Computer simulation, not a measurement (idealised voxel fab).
Process module name: voxel released beams
Cross-section cut: width 205 nm, square cells of 5 nm.
How to read a cross-section here: the picture is a grid of square cells, written as bands going from the top down, and any band can span one or more rows of cells.
Look at the band entry: it leads with the top's height and the bottom's height in nm. Then it lists the materials left to right, with a width in nm for each. The word "throughout" on a single material says that material fills the band edge to edge. The word "empty" is empty space.
For the purposes of this specification, 0 denotes the height below which the wafer in its as-received condition is composed wholly of one material, and the lowermost band, lacking a lower limit, extends downward without end, as expressed in "from 0 down".
Quick explanation for "30..40": the width changes in equal steps down the rows of cells, from the first number in the band's top row to the second number in its bottom row.
Step marked "nothing altered"? Then no cell in the cross-section changed in it.
Reported under the label "Enclosed void inventory" are the empty spaces having no open way to the top and comprising 8 cells or more; the notation for each is width x height at distance, in which the distance is measured from the left edge and all three values are in nm.
Heads up: the bit after the settings on a step's line is the simulator's remark on that step.
Among the settings permitted on a step's line is "overlay nm"; applied to a step with a mask, it specifies the extent to which the mask lay to the right of its planned position, whereas a negative figure signifies a position to the left.
Steps in the process plan:
| 1 | RECEIVE | material Si |
| 2 | CONFORMAL_DEP | material Al2O3 | thk nm 10 |
| 3 | DIRECTIONAL_DEP | material SiO2 | thk nm 15 |
| 4 | PATTERN | tone open | mask id ANCHOR | material resist | width nm 35 | thk nm 20 | overlay nm 0 |
| 5 | DIRECTIONAL_ETCH | etch materials SiO2 | depth nm 15 |
| 6 | STRIP | etch materials resist |
| 7 | CONFORMAL_DEP | material polySi | thk nm 10 |
| 8 | DIRECTIONAL_DEP | material aC | thk nm 10 |
| 9 | PATTERN | tone cover | mask id BEAM | material resist | width nm 100 | thk nm 30 | overlay nm 0 |
| 10 | DIRECTIONAL_ETCH | etch materials aC | depth nm 10 |
| 11 | STRIP | etch materials resist |
| 12 | DIRECTIONAL_ETCH | etch materials polySi | depth nm 10 |
| 13 | STRIP | etch materials aC |
| 14 | STRIP | etch materials SiO2 |
This is the cross-section of the wafer as we received it, i.e. after step 1:
	from 0 down | Si throughout
	Enclosed void inventory: none
Post-module cross-section: identical start and plan to those above, one misstep in execution:
	from 40 to 30 | empty: 50, then polySi: 15, then empty: 15, then polySi: 70, then empty: 55
	from 30 to 25 | empty: 55, then polySi: 10, then empty: 15, then polySi: 10, then empty: 115
	from 25 to 15 | empty: 55, then polySi: 35, then empty: 115
	from 15 to 0 | Al2O3 throughout
	from 0 down | Si throughout
	Enclosed void inventory: none
What was done differently from what was planned? step 2 did not happen as planned, as run it was CONFORMAL_DEP | material Al2O3 | thk nm 15
